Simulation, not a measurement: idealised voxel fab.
process module | voxel gate over fins
cross-section cut | 235 nm wide | cells 5 nm
A cross-section is a grid of square cells, given in bands from the top down. A band is one or more rows of cells.
Each band's line starts with the height of the band's top and of its bottom, in nm. Then come its materials from left to right, each with its width in nm. One material with "throughout" fills the band from edge to edge. "air" is empty space.
Height 0 is the level under which the wafer as received is all one material. The lowest band goes on downwards, as in "0 down".
A width such as "30 to 40" changes by the same amount from each row of cells to the next, from the band's top row to its bottom row.
"no change" after a step means that no cell of the cross-section changed.
closed voids: empty space of 8 cells or more with no open way to the top, each as width x height at its distance from the left edge, in nm
after a step's settings: what the simulator itself notes on the step
overlay nm, on a step with a mask: how far to the right of its planned place the mask lay; to the left if negative
plan
1 op RECEIVE | material Si
2 op CONFORMAL_DEP | material SiN | thk nm 5
3 op PATTERN | tone cover | mask id FINS | material resist | width nm 15 | pitch nm 40 | thk nm 15 | overlay nm 0
4 op DIRECTIONAL_ETCH | etch materials SiN | depth nm 5
5 op DIRECTIONAL_ETCH | etch materials Si | depth nm 35
6 op STRIP | etch materials resist
7 op OXIDIZE | depth nm 5
8 op FILL_DEP | material SiO2 | thk nm 10
9 op CMP | height nm 5
10 op SELECTIVE_ETCH | etch materials SiO2 | depth nm 15
11 op STRIP | etch materials SiN
12 op CONFORMAL_DEP | material HfO2 | thk nm 5
13 op CONFORMAL_DEP | material TiN | thk nm 5
14 op CONFORMAL_DEP | material TiAl | thk nm 5
15 op CONFORMAL_DEP | material TiN | thk nm 5
16 op FILL_DEP | material W | thk nm 10
17 op CMP | height nm 25
18 op CONFORMAL_DEP | material SiCN | thk nm 5
as received, after step 1
  0 down: Si throughout
  closed voids: none
first wafer at the end, as planned
  30 to 25: SiCN throughout
  25 to 20: W throughout
  20 to 15: W 75 | TiN 85 | W 75
  15 to 10: W 75 | TiN 5 | TiAl 35 | TiN 5 | TiAl 35 | TiN 5 | W 75
  10 to 5: TiN 80 | TiAl 5 | TiN 25 | TiAl 5 | TiN 5 | TiAl 5 | TiN 25 | TiAl 5 | TiN 80
  5 to 0: TiAl 85 | TiN 5 | HfO2 15 | TiN 5 | TiAl 15 | TiN 5 | HfO2 15 | TiN 5 | TiAl 85
  0 to -5: TiN 90 | HfO2 5 | Si 5 | HfO2 5 | TiN 25 | HfO2 5 | Si 5 | HfO2 5 | TiN 90
  -5 to -10: HfO2 95 | Si 5 | HfO2 35 | Si 5 | HfO2 95
  -10 to -40: SiO2 95 | Si 5 | SiO2 35 | Si 5 | SiO2 95
  -40 down: Si throughout
  closed voids: none
second wafer at the end: like start, like plan, one mistake
  30 to 25: SiCN throughout
  25 to 20: W throughout
  20 to 15: W 70 | TiN 95 | W 70
  15 to 10: W 70 | TiN 5 | TiAl 85 | TiN 5 | W 70
  10 to 5: TiN 75 | TiAl 5 | TiN 35 | TiAl 5 | TiN 35 | TiAl 5 | TiN 75
  5 to 0: TiAl 80 | TiN 5 | HfO2 25 | TiN 5 | TiAl 5 | TiN 5 | HfO2 25 | TiN 5 | TiAl 80
  0 to -5: TiN 85 | HfO2 5 | Si 15 | HfO2 5 | TiN 15 | HfO2 5 | Si 15 | HfO2 5 | TiN 85
  -5 to -10: HfO2 90 | Si 15 | HfO2 25 | Si 15 | HfO2 90
  -10 to -40: SiO2 90 | Si 15 | SiO2 25 | Si 15 | SiO2 90
  -40 down: Si throughout
  closed voids: none
what went wrong: step 3 ran as: op PATTERN | tone cover | mask id FINS | material resist | width nm 25 | pitch nm 40 | thk nm 15 | overlay nm 0
at the end the second wafer has, in cells: 32 more of Si | 24 fewer of SiO2 | 2 fewer of TiAl | 2 fewer of TiN | 4 fewer of W
